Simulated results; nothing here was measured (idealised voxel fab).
Name of the process module below: voxel double patterning
We display cut, a cross-section 285 nm in width whose square cells are each 5 nm.
Notation: cross-section as square-cell grid; stated in bands, top first, going down; one or more cell rows per band.
Basically the band line says how high the top is and how high the bottom is, in nm, and then what's in it from left to right, every material with its width in nm. Empty space shows up as "air", and if a single material carries "throughout" it runs the full band edge to edge.
Height reference: 0 = level under which incoming wafer is all one material. Lowest band: no bottom, runs on downward, e.g. "0 down".
You'd read "30..40" like this: the band's top row of cells is as wide as the first number, its bottom row is as wide as the second, and going down, every row changes width by the same amount as the row before did.
Take "changes: none" at face value: in the step it is given for, the cross-section changed in none of its cells.
So "Encapsulated voids" is basically the list of trapped voids: any empty space of 8 cells or more that can't reach the top through an opening. They're written width x height at distance, the distance being from the left edge, and it's all nm.
Past the settings on a step's line: simulator remark, on that step.
overlay nm: mask offset rightward from planned place, masked step; negative means leftward offset.

Planned process steps:
1: RECEIVE with material Si
2: CONFORMAL_DEP with material SiO2, thk nm 5
3: DIRECTIONAL_DEP with material polySi, thk nm 20
4: DIRECTIONAL_DEP with material SiCN, thk nm 5
5: MASKED_ETCH with tone open, mask id FIRST, width nm 15, pitch nm 50, etch materials SiCN, depth nm 5, overlay nm -15
6: MASKED_ETCH with tone open, mask id SECOND, width nm 15, etch materials SiCN, depth nm 5, overlay nm 0
7: DIRECTIONAL_ETCH with etch materials polySi, depth nm 20
8: STRIP with etch materials SiCN
What sets these wafers apart? The overlay nm at step 5. They all start alike, and the plan carries the first wafer's value.

First wafer of several, as received: cross-section after step 1:
    0 down  Si throughout
    Encapsulated voids: none

First wafer of several, cross-section, module end, after step 8 (last):
    25 to 5  polySi 95; air 15; polySi 25; air 25; polySi 125
    5 to 0  SiO2 throughout
    0 down  Si throughout
    Encapsulated voids: none

Final wafer cross-section at module end:
    25 to 5  polySi 125; air 25; polySi 25; air 15; polySi 95
    5 to 0  SiO2 throughout
    0 down  Si throughout
    Encapsulated voids: none

Row per wafer, end-of-module: cell gain (+)/loss (-) by material since the wafer came in, then closed voids:
overlay nm -15; +57 SiO2; +196 polySi; Encapsulated voids: none
overlay nm -10; +57 SiO2; +192 polySi; Encapsulated voids: none
overlay nm -5; +57 SiO2; +192 polySi; Encapsulated voids: none
overlay nm 0; +57 SiO2; +192 polySi; Encapsulated voids: none
overlay nm 5; +57 SiO2; +192 polySi; Encapsulated voids: none
overlay nm 10; +57 SiO2; +192 polySi; Encapsulated voids: none
overlay nm 15; +57 SiO2; +196 polySi; Encapsulated voids: none
